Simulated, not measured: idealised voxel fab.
Title: Process Module voxel capacitor over wiring
FYI the section here is cut, 145 nm wide, cells are 5 nm squares.
Cross-section = grid of square cells, listed top down in bands; band = one or more rows. Read a band's entry like this: the first values are the height of its top and the height of its bottom in nm, and what follows is the sequence of materials from left to right, each with its width in nm. Note that "empty" is empty space, and that a single material marked "edge to edge" reaches across the band from edge to edge. Height 0 is the level under which the wafer as received is all one material. The lowest band goes on downwards, as in "0 down". The expression "30->40" gives the width at the extremes of the band, the first number at its top row of cells and the second at its bottom row, with the width changing by equal amounts from each row to the next in between. A step reported as "nothing was modified" is a step in which no cell of the cross-section changed. Reported under the label "Sealed internal voids" are the empty spaces having no open way to the top and comprising 8 cells or more; the notation for each is width x height at distance, in which the distance is measured from the left edge and all three values are in nm. Formally, on a step line, whatever follows the settings is a remark that the simulator itself makes on the step. You can add "overlay nm" to a step's line. For a step with a mask, it describes how far the mask lay to the right of its planned position, and a negative number describes a lay to the left.

[Intended process steps]
1) RECEIVE [material Si]
2) CONFORMAL_DEP [material SiO2] [thk nm 15]
3) CONFORMAL_DEP [material SiCN] [thk nm 5]
4) DIRECTIONAL_DEP [material lowk] [thk nm 15]
5) PATTERN [tone open] [mask id METAL_1] [material resist] [width nm 25] [pitch nm 90] [thk nm 15] [overlay nm 0]
6) DIRECTIONAL_ETCH [etch materials lowk] [depth nm 15]
7) DIRECTIONAL_ETCH [etch materials SiCN] [depth nm 5]
8) STRIP [etch materials resist]
9) CONFORMAL_DEP [material TiN] [thk nm 5]
10) FILL_DEP [material Ru] [thk nm 5]
11) CMP [height nm 35]
12) EPI [material Ru] [thk nm 5]
13) FILL_DEP [material SiCN] [thk nm 5]
14) DIRECTIONAL_DEP [material lowk] [thk nm 10]
15) MASKED_ETCH [tone open] [mask id PLUG_1] [width nm 15] [etch materials lowk] [depth nm 10] [overlay nm 0]
16) MASKED_ETCH [tone open] [mask id PLUG_1] [width nm 15] [etch materials SiCN] [depth nm 5] [overlay nm 0]
17) CONFORMAL_DEP [material TiN] [thk nm 5]
18) FILL_DEP [material Ru] [thk nm 5]
19) CMP [height nm 55]
20) DIRECTIONAL_DEP [material TiN] [thk nm 10]
21) DIRECTIONAL_DEP [material SiN] [thk nm 5]
22) DIRECTIONAL_DEP [material TiN] [thk nm 5]
23) PATTERN [tone cover] [mask id UPPER_PLATE] [material resist] [width nm 70] [thk nm 20] [overlay nm 0]
24) DIRECTIONAL_ETCH [etch materials TiN] [depth nm 5]
25) DIRECTIONAL_ETCH [etch materials SiN] [depth nm 5]
26) STRIP [etch materials resist]
27) MASKED_ETCH [tone cover] [mask id LOWER_PLATE] [width nm 80] [etch materials TiN] [depth nm 10] [overlay nm 0]
28) FILL_DEP [material SiO2] [thk nm 15]
29) CMP [height nm 85]
30) PATTERN [tone open] [mask id PLUG_2] [material resist] [width nm 15] [thk nm 20] [overlay nm 0]
31) DIRECTIONAL_ETCH [etch materials SiO2] [depth nm 10]
32) STRIP [etch materials resist]
33) CONFORMAL_DEP [material TiN] [thk nm 5]
34) FILL_DEP [material Ru] [thk nm 10]
35) CMP [height nm 85]
36) CONFORMAL_DEP [material SiCN] [thk nm 5]

[On the first of the two wafers: run conducted according to plan]

[Delivered wafer in cross-section: state after step 1]
    0 down = Si edge to edge
    Sealed internal voids: none

[How the wafer stands in section after step 2]
    15 to 0 = SiO2 edge to edge
    No changes below 0.

[How the wafer stands in section after step 3]
    20 to 15 = SiCN edge to edge
    No changes below 15.

[How the wafer stands in section after step 4]
    35 to 20 = lowk edge to edge
    No changes below 20.

[How the wafer stands in section after step 5]
    50 to 35 = 15 resist, 25 empty, 65 resist, 25 empty, 15 resist
    No changes below 35.

[How the wafer stands in section after step 6]
    50 to 35 = 15 resist, 25 empty, 65 resist, 25 empty, 15 resist
    35 to 20 = 15 lowk, 25 empty, 65 lowk, 25 empty, 15 lowk
    No changes below 20.

[How the wafer stands in section after step 7]
    50 to 35 = 15 resist, 25 empty, 65 resist, 25 empty, 15 resist
    35 to 20 = 15 lowk, 25 empty, 65 lowk, 25 empty, 15 lowk
    20 to 15 = 15 SiCN, 25 empty, 65 SiCN, 25 empty, 15 SiCN
    No changes below 15.

[How the wafer stands in section after step 8]
    35 to 20 = 15 lowk, 25 empty, 65 lowk, 25 empty, 15 lowk
    No changes below 20.

[How the wafer stands in section after step 9]
    40 to 35 = 20 TiN, 15 empty, 75 TiN, 15 empty, 20 TiN
    35 to 20 = 15 lowk, 5 TiN, 15 empty, 5 TiN, 65 lowk, 5 TiN, 15 empty, 5 TiN, 15 lowk
    20 to 15 = 15 SiCN, 25 TiN, 65 SiCN, 25 TiN, 15 SiCN
    No changes below 15.

[How the wafer stands in section after step 10]
    45 to 40 = Ru edge to edge
    40 to 35 = 20 TiN, 15 Ru, 75 TiN, 15 Ru, 20 TiN
    35 to 20 = 15 lowk, 5 TiN, 15 Ru, 5 TiN, 65 lowk, 5 TiN, 15 Ru, 5 TiN, 15 lowk
    No changes below 20.

[How the wafer stands in section after step 11]
    35 to 20 = 15 lowk, 5 TiN, 15 Ru, 5 TiN, 65 lowk, 5 TiN, 15 Ru, 5 TiN, 15 lowk
    No changes below 20.

[How the wafer stands in section after step 12]
    40 to 35 = 10 empty, 35 Ru, 55 empty, 35 Ru, 10 empty
    No changes below 35.

[How the wafer stands in section after step 13]
    45 to 40 = SiCN edge to edge
    40 to 35 = 10 SiCN, 35 Ru, 55 SiCN, 35 Ru, 10 SiCN
    No changes below 35.

[How the wafer stands in section after step 14]
    55 to 45 = lowk edge to edge
    No changes below 45.

[How the wafer stands in section after step 15]
    55 to 45 = 25 lowk, 15 empty, 105 lowk
    No changes below 45.

[How the wafer stands in section after step 16]
    55 to 45 = 25 lowk, 15 empty, 105 lowk
    45 to 40 = 25 SiCN, 15 empty, 105 SiCN
    No changes below 40.

[How the wafer stands in section after step 17]
    60 to 55 = 30 TiN, 5 empty, 110 TiN
    55 to 45 = 25 lowk, 5 TiN, 5 empty, 5 TiN, 105 lowk
    45 to 40 = 25 SiCN, 15 TiN, 105 SiCN
    No changes below 40.

[How the wafer stands in section after step 18]
    65 to 60 = Ru edge to edge
    60 to 55 = 30 TiN, 5 Ru, 110 TiN
    55 to 45 = 25 lowk, 5 TiN, 5 Ru, 5 TiN, 105 lowk
    No changes below 45.

[How the wafer stands in section after step 19]
    55 to 45 = 25 lowk, 5 TiN, 5 Ru, 5 TiN, 105 lowk
    No changes below 45.

[How the wafer stands in section after step 20]
    65 to 55 = TiN edge to edge
    No changes below 55.

[How the wafer stands in section after step 21]
    70 to 65 = SiN edge to edge
    No changes below 65.

[How the wafer stands in section after step 22]
    75 to 70 = TiN edge to edge
    No changes below 70.

[How the wafer stands in section after step 23]
    95 to 75 = 25 empty, 70 resist, 50 empty
    No changes below 75.

[How the wafer stands in section after step 24]
    95 to 75 = 25 empty, 70 resist, 50 empty
    75 to 70 = 25 empty, 70 TiN, 50 empty
    No changes below 70.

[How the wafer stands in section after step 25]
    95 to 75 = 25 empty, 70 resist, 50 empty
    75 to 70 = 25 empty, 70 TiN, 50 empty
    70 to 65 = 25 empty, 70 SiN, 50 empty
    No changes below 65.

[How the wafer stands in section after step 26]
    75 to 70 = 25 empty, 70 TiN, 50 empty
    No changes below 70.

[How the wafer stands in section after step 27]
    75 to 70 = 25 empty, 70 TiN, 50 empty
    70 to 65 = 25 empty, 70 SiN, 50 empty
    65 to 55 = 20 empty, 80 TiN, 45 empty
    No changes below 55.

[How the wafer stands in section after step 28]
    90 to 75 = SiO2 edge to edge
    75 to 70 = 25 SiO2, 70 TiN, 50 SiO2
    70 to 65 = 25 SiO2, 70 SiN, 50 SiO2
    65 to 55 = 20 SiO2, 80 TiN, 45 SiO2
    No changes below 55.

[How the wafer stands in section after step 29]
    85 to 75 = SiO2 edge to edge
    No changes below 75.

[How the wafer stands in section after step 30]
    105 to 85 = 35 resist, 15 empty, 95 resist
    No changes below 85.

[How the wafer stands in section after step 31]
    105 to 85 = 35 resist, 15 empty, 95 resist
    85 to 75 = 35 SiO2, 15 empty, 95 SiO2
    No changes below 75.

[How the wafer stands in section after step 32]
    85 to 75 = 35 SiO2, 15 empty, 95 SiO2
    No changes below 75.

[How the wafer stands in section after step 33]
    90 to 85 = 40 TiN, 5 empty, 100 TiN
    85 to 80 = 35 SiO2, 5 TiN, 5 empty, 5 TiN, 95 SiO2
    80 to 70 = 35->25 SiO2, 15->70 TiN, 95->50 SiO2
    No changes below 70.

[How the wafer stands in section after step 34]
    100 to 90 = Ru edge to edge
    90 to 85 = 40 TiN, 5 Ru, 100 TiN
    85 to 80 = 35 SiO2, 5 TiN, 5 Ru, 5 TiN, 95 SiO2
    No changes below 80.

[How the wafer stands in section after step 35]
    85 to 80 = 35 SiO2, 5 TiN, 5 Ru, 5 TiN, 95 SiO2
    No changes below 80.

[How the wafer stands in section after step 36]
    90 to 85 = SiCN edge to edge
    No changes below 85.

[Now the other wafer: same start, same recipe, but we messed up one thing when running it. Up to and including step 4 it's the same as the first one]

[Second wafer: cross-section at the scheduled end of step 5]
    50 to 35 = 20 resist, 20 empty, 70 resist, 20 empty, 15 resist
    No changes below 35.

[Second wafer: cross-section at the scheduled end of step 6]
    50 to 35 = 20 resist, 20 empty, 70 resist, 20 empty, 15 resist
    35 to 20 = 20 lowk, 20 empty, 70 lowk, 20 empty, 15 lowk
    No changes below 20.

[Second wafer: cross-section at the scheduled end of step 7]
    50 to 35 = 20 resist, 20 empty, 70 resist, 20 empty, 15 resist
    35 to 20 = 20 lowk, 20 empty, 70 lowk, 20 empty, 15 lowk
    20 to 15 = 20 SiCN, 20 empty, 70 SiCN, 20 empty, 15 SiCN
    No changes below 15.

[Second wafer: cross-section at the scheduled end of step 8]
    35 to 20 = 20 lowk, 20 empty, 70 lowk, 20 empty, 15 lowk
    No changes below 20.

[Second wafer: cross-section at the scheduled end of step 9]
    40 to 35 = 25 TiN, 10 empty, 80 TiN, 10 empty, 20 TiN
    35 to 20 = 20 lowk, 5 TiN, 10 empty, 5 TiN, 70 lowk, 5 TiN, 10 empty, 5 TiN, 15 lowk
    20 to 15 = 20 SiCN, 20 TiN, 70 SiCN, 20 TiN, 15 SiCN
    No changes below 15.

[Second wafer: cross-section at the scheduled end of step 10]
    45 to 40 = Ru edge to edge
    40 to 35 = 25 TiN, 10 Ru, 80 TiN, 10 Ru, 20 TiN
    35 to 20 = 20 lowk, 5 TiN, 10 Ru, 5 TiN, 70 lowk, 5 TiN, 10 Ru, 5 TiN, 15 lowk
    No changes below 20.

[Second wafer: cross-section at the scheduled end of step 11]
    35 to 20 = 20 lowk, 5 TiN, 10 Ru, 5 TiN, 70 lowk, 5 TiN, 10 Ru, 5 TiN, 15 lowk
    No changes below 20.

[Second wafer: cross-section at the scheduled end of step 12]
    40 to 35 = 15 empty, 30 Ru, 60 empty, 30 Ru, 10 empty
    No changes below 35.

[Second wafer: cross-section at the scheduled end of step 13]
    45 to 40 = SiCN edge to edge
    40 to 35 = 15 SiCN, 30 Ru, 60 SiCN, 30 Ru, 10 SiCN
    No changes below 35.

[Second wafer: cross-section at the scheduled end of step 14]
    55 to 45 = lowk edge to edge
    No changes below 45.

[Second wafer: cross-section at the scheduled end of step 15]
    55 to 45 = 25 lowk, 15 empty, 105 lowk
    No changes below 45.

[Second wafer: cross-section at the scheduled end of step 16]
    55 to 45 = 25 lowk, 15 empty, 105 lowk
    45 to 40 = 25 SiCN, 15 empty, 105 SiCN
    No changes below 40.

[Second wafer: cross-section at the scheduled end of step 17]
    60 to 55 = 30 TiN, 5 empty, 110 TiN
    55 to 45 = 25 lowk, 5 TiN, 5 empty, 5 TiN, 105 lowk
    45 to 40 = 25 SiCN, 15 TiN, 105 SiCN
    No changes below 40.

[Second wafer: cross-section at the scheduled end of step 18]
    65 to 60 = Ru edge to edge
    60 to 55 = 30 TiN, 5 Ru, 110 TiN
    55 to 45 = 25 lowk, 5 TiN, 5 Ru, 5 TiN, 105 lowk
    No changes below 45.

[Second wafer: cross-section at the scheduled end of step 19]
    55 to 45 = 25 lowk, 5 TiN, 5 Ru, 5 TiN, 105 lowk
    No changes below 45.

[Second wafer: cross-section at the scheduled end of step 20]
    65 to 55 = TiN edge to edge
    No changes below 55.

[Second wafer: cross-section at the scheduled end of step 21]
    70 to 65 = SiN edge to edge
    No changes below 65.

[Second wafer: cross-section at the scheduled end of step 22]
    75 to 70 = TiN edge to edge
    No changes below 70.

[Second wafer: cross-section at the scheduled end of step 23]
    95 to 75 = 25 empty, 70 resist, 50 empty
    No changes below 75.

[Second wafer: cross-section at the scheduled end of step 24]
    95 to 75 = 25 empty, 70 resist, 50 empty
    75 to 70 = 25 empty, 70 TiN, 50 empty
    No changes below 70.

[Second wafer: cross-section at the scheduled end of step 25]
    95 to 75 = 25 empty, 70 resist, 50 empty
    75 to 70 = 25 empty, 70 TiN, 50 empty
    70 to 65 = 25 empty, 70 SiN, 50 empty
    No changes below 65.

[Second wafer: cross-section at the scheduled end of step 26]
    75 to 70 = 25 empty, 70 TiN, 50 empty
    No changes below 70.

[Second wafer: cross-section at the scheduled end of step 27]
    75 to 70 = 25 empty, 70 TiN, 50 empty
    70 to 65 = 25 empty, 70 SiN, 50 empty
    65 to 55 = 20 empty, 80 TiN, 45 empty
    No changes below 55.

[Second wafer: cross-section at the scheduled end of step 28]
    90 to 75 = SiO2 edge to edge
    75 to 70 = 25 SiO2, 70 TiN, 50 SiO2
    70 to 65 = 25 SiO2, 70 SiN, 50 SiO2
    65 to 55 = 20 SiO2, 80 TiN, 45 SiO2
    No changes below 55.

[Second wafer: cross-section at the scheduled end of step 29]
    85 to 75 = SiO2 edge to edge
    No changes below 75.

[Second wafer: cross-section at the scheduled end of step 30]
    105 to 85 = 35 resist, 15 empty, 95 resist
    No changes below 85.

[Second wafer: cross-section at the scheduled end of step 31]
    105 to 85 = 35 resist, 15 empty, 95 resist
    85 to 75 = 35 SiO2, 15 empty, 95 SiO2
    No changes below 75.

[Second wafer: cross-section at the scheduled end of step 32]
    85 to 75 = 35 SiO2, 15 empty, 95 SiO2
    No changes below 75.

[Second wafer: cross-section at the scheduled end of step 33]
    90 to 85 = 40 TiN, 5 empty, 100 TiN
    85 to 80 = 35 SiO2, 5 TiN, 5 empty, 5 TiN, 95 SiO2
    80 to 70 = 35->25 SiO2, 15->70 TiN, 95->50 SiO2
    No changes below 70.

[Second wafer: cross-section at the scheduled end of step 34]
    100 to 90 = Ru edge to edge
    90 to 85 = 40 TiN, 5 Ru, 100 TiN
    85 to 80 = 35 SiO2, 5 TiN, 5 Ru, 5 TiN, 95 SiO2
    No changes below 80.

[Second wafer: cross-section at the scheduled end of step 35]
    85 to 80 = 35 SiO2, 5 TiN, 5 Ru, 5 TiN, 95 SiO2
    No changes below 80.

[Second wafer: cross-section at the scheduled end of step 36]
    90 to 85 = SiCN edge to edge
    No changes below 85.
Short version of what went wrong: step 5 ran with different settings than intended, the actual operation and settings being PATTERN [tone open] [mask id METAL_1] [material resist] [width nm 20] [pitch nm 90] [thk nm 15] [overlay nm 0]
Per the end-of-run cell counts, the second wafer holds more or fewer of some materials than the first: Ru: 8 fewer, SiCN: 4 more, TiN: 2 fewer, lowk: 6 more
